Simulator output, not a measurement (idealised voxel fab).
process module | voxel released beams
cross-section cut | 290 nm wide | cells 5 nm
A cross-section is a grid of square cells, given in bands from the top down. A band is one or more rows of cells.
Each band's line starts with the height of the band's top and of its bottom, in nm. Then come its materials from left to right, each with its width in nm. One material with "throughout" fills the band from edge to edge. "air" is empty space.
Height 0 is the level under which the wafer as received is all one material. The lowest band goes on downwards, as in "0 down".
A width such as "30 to 40" changes by the same amount from each row of cells to the next, from the band's top row to its bottom row.
"no change" after a step means that no cell of the cross-section changed.
closed voids: empty space of 8 cells or more with no open way to the top, each as width x height at its distance from the left edge, in nm
after a step's settings: what the simulator itself notes on the step
overlay nm, on a step with a mask: how far to the right of its planned place the mask lay; to the left if negative
plan
1 op RECEIVE | material Si
2 op CONFORMAL_DEP | material SiN | thk nm 5
3 op DIRECTIONAL_DEP | material SiO2 | thk nm 15
4 op DIRECTIONAL_DEP | material aC | thk nm 10
5 op PATTERN | tone open | mask id ANCHOR | material resist | width nm 35 | thk nm 25 | overlay nm 0
6 op DIRECTIONAL_ETCH | etch materials aC | depth nm 10
7 op STRIP | etch materials resist
8 op DIRECTIONAL_ETCH | etch materials SiO2 | depth nm 15
9 op STRIP | etch materials aC
10 op CONFORMAL_DEP | material TiN | thk nm 15
11 op PATTERN | tone cover | mask id BEAM | material resist | width nm 95 | thk nm 20 | overlay nm 0
12 op DIRECTIONAL_ETCH | etch materials TiN | depth nm 15
13 op STRIP | etch materials resist
14 op STRIP | etch materials SiO2
as received, after step 1
  0 down: Si throughout
  closed voids: none
a wafer at the end: this start, this plan, one mistake
  35 to 25: air 95 | TiN 20 | air 5 | TiN 70 | air 100
  25 to 20: TiN 115 | air 5 | TiN 170
  20 to 5: SiO2 100 | TiN 35 | SiO2 155
  5 to 0: SiN throughout
  0 down: Si throughout
  closed voids: none
what went wrong: step 12 ran as: op DIRECTIONAL_ETCH | etch materials TiN | depth nm 10
